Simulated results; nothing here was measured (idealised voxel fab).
Process module heading - voxel self aligned vias
FYI the section here is cut, 160 nm wide, cells are 5 nm squares.
Cross-sections here: square-cell grids, written as top-down lists of bands, a band being one or more rows of cells.
Top height, bottom height, nm. Materials left to right, width each, nm. Single material + "all across" = fills band edge to edge. "air" = empty.
A quick word on heights: they are counted from 0, and under that level the wafer as it came to us is one material throughout. The lowest band is different from the rest in having no bottom; it simply continues downward, written as in "0 and below".
Graded width ("30 to 40"): value in top row of band = first number; value in bottom row = second number; row-to-row change constant.
"left unchanged" -> step changed no cross-section cell.
The entry "Voids, fully enclosed" lists the empty spaces that cover at least 8 cells and have no open path to the top. Each is written as width x height at distance, where the distance is measured from the left edge and all three values are in nm.
Past the settings on a step's line: simulator remark, on that step.
When a step includes a mask, the "overlay nm" setting on its line states how far to the right of its planned place that mask lay, and negative values state how far to the left.

List of planned process steps
1 RECEIVE [material Si]
2 CONFORMAL_DEP [material SiO2] [thk nm 10]
3 CONFORMAL_DEP [material SiCN] [thk nm 5]
4 DIRECTIONAL_DEP [material SiO2] [thk nm 25]
5 PATTERN [tone open] [mask id LINES] [material resist] [width nm 30] [pitch nm 70] [thk nm 20] [overlay nm 0]
6 DIRECTIONAL_ETCH [etch materials SiO2] [depth nm 25]
7 STRIP [etch materials resist]
8 CONFORMAL_DEP [material TiN] [thk nm 5]
9 FILL_DEP [material W] [thk nm 10]
10 CMP [height nm 40]
11 SELECTIVE_ETCH [etch materials W Ru TiN] [depth nm 10]
12 FILL_DEP [material SiN] [thk nm 5]
13 CMP [height nm 40]
14 DIRECTIONAL_DEP [material SiO2] [thk nm 15]
15 DIRECTIONAL_DEP [material aC] [thk nm 10]
16 PATTERN [tone open] [mask id VIAS] [material resist] [width nm 40] [thk nm 30] [overlay nm 0]
17 DIRECTIONAL_ETCH [etch materials aC] [depth nm 10]
18 STRIP [etch materials resist]
19 DIRECTIONAL_ETCH [etch materials SiO2] [depth nm 15]
20 DIRECTIONAL_ETCH [etch materials SiN] [depth nm 10]
21 STRIP [etch materials aC]
22 CONFORMAL_DEP [material TiN] [thk nm 5]
23 FILL_DEP [material Cu] [thk nm 10]
24 CMP [height nm 55]
25 CONFORMAL_DEP [material SiCN] [thk nm 5]

This is the cross-section of the wafer as we received it, i.e. after step 1
> 0 and below  Si all across
> Voids, fully enclosed: none

Post-module cross-section: identical start and plan to those above, one misstep in execution
> 60 down to 55  SiCN all across
> 55 down to 45  25 nm SiO2; 5 nm TiN; 30 nm Cu; 5 nm TiN; 95 nm SiO2
> 45 down to 40  25 nm SiO2; 10 nm TiN; 20 nm Cu; 10 nm TiN; 95 nm SiO2
> 40 down to 35  30 nm SiO2; 5 nm TiN; 20 nm Cu; 5 nm TiN; 40 nm SiO2; 30 nm SiN; 30 nm SiO2
> 35 down to 30  30 nm SiO2; 30 nm TiN; 40 nm SiO2; 30 nm SiN; 30 nm SiO2
> 30 down to 20  30 nm SiO2; 5 nm TiN; 20 nm W; 5 nm TiN; 40 nm SiO2; 5 nm TiN; 20 nm W; 5 nm TiN; 30 nm SiO2
> 20 down to 15  30 nm SiO2; 30 nm TiN; 40 nm SiO2; 30 nm TiN; 30 nm SiO2
> 15 down to 10  SiCN all across
> 10 down to 0  W all across
> 0 and below  Si all across
> Voids, fully enclosed: none
Finding, execution versus plan: note that step 2 departed from the planned setting and was carried out as CONFORMAL_DEP [material W] [thk nm 10]
